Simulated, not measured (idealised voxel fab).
Name of the process module below: voxel gate over fins
This is section cut - it's 250 nm across, gridded in 5 nm square cells.
Notation: cross-section as square-cell grid; stated in bands, top first, going down; one or more cell rows per band. Heads up on the band format: heights come first, top then bottom, in nm. After that it's the materials left to right, each with its width in nm. A single material flagged "throughout" fills the whole band edge to edge, and "air" means there's empty space there. Height reference: 0 = level under which incoming wafer is all one material. Lowest band: no bottom, runs on downward, e.g. "from 0 down". The expression "30..40" gives the width at the extremes of the band, the first number at its top row of cells and the second at its bottom row, with the width changing by equal amounts from each row to the next in between. Where a step carries "no modification", the cross-section came out of it unchanged, cell for cell. Voids not open to the top, 8 cells minimum: see "Voids, sealed". Written width x height at distance; distance is from the left edge; nm. What comes after the settings on a step's line is commentary from the simulator itself on that step. A step line may carry the setting "overlay nm", which, for steps involving a mask, states the distance by which the mask lay to the right of its intended position; negative values denote displacement to the left.

[Steps in the process plan]
1. RECEIVE,material Si
2. CONFORMAL_DEP,material SiN,thk nm 5
3. PATTERN,tone cover,mask id FINS,material resist,width nm 15,pitch nm 35,thk nm 15,overlay nm 0
4. DIRECTIONAL_ETCH,etch materials SiN,depth nm 5
5. DIRECTIONAL_ETCH,etch materials Si,depth nm 40
6. STRIP,etch materials resist
7. FILL_DEP,material SiO2,thk nm 15
8. CMP,height nm 5
9. SELECTIVE_ETCH,etch materials SiO2,depth nm 15
10. STRIP,etch materials SiN
11. CONFORMAL_DEP,material HfO2,thk nm 5
12. CONFORMAL_DEP,material TiN,thk nm 5
13. FILL_DEP,material W,thk nm 10
14. CMP,height nm 15
15. CONFORMAL_DEP,material SiCN,thk nm 5

[Step 1 complete: cross-section of the wafer as received]
> from 0 down | Si throughout
> Voids, sealed: none

[Here's the wafer cut in cross-section after the module, started and planned just like above, except one thing was done wrong in the run]
> from 20 to 15 | SiCN throughout
> from 15 to 10 | W throughout
> from 10 to 5 | W: 70  TiN: 110  W: 70
> from 5 to 0 | W: 70  TiN: 5  HfO2: 30  TiN: 5  HfO2: 30  TiN: 5  HfO2: 30  TiN: 5  W: 70
> from 0 to -5 | TiN: 75  HfO2: 5  Si: 20  HfO2: 5  TiN: 5  HfO2: 5  Si: 20  HfO2: 5  TiN: 5  HfO2: 5  Si: 20  HfO2: 5  TiN: 75
> from -5 to -10 | HfO2: 80  Si: 20  HfO2: 15  Si: 20  HfO2: 15  Si: 20  HfO2: 80
> from -10 to -40 | SiO2: 80  Si: 20  SiO2: 15  Si: 20  SiO2: 15  Si: 20  SiO2: 80
> from -40 down | Si throughout
> Voids, sealed: none
what went wrong: step 3 changed vs plan, executed as PATTERN,tone cover,mask id FINS,material resist,width nm 20,pitch nm 35,thk nm 15,overlay nm 0
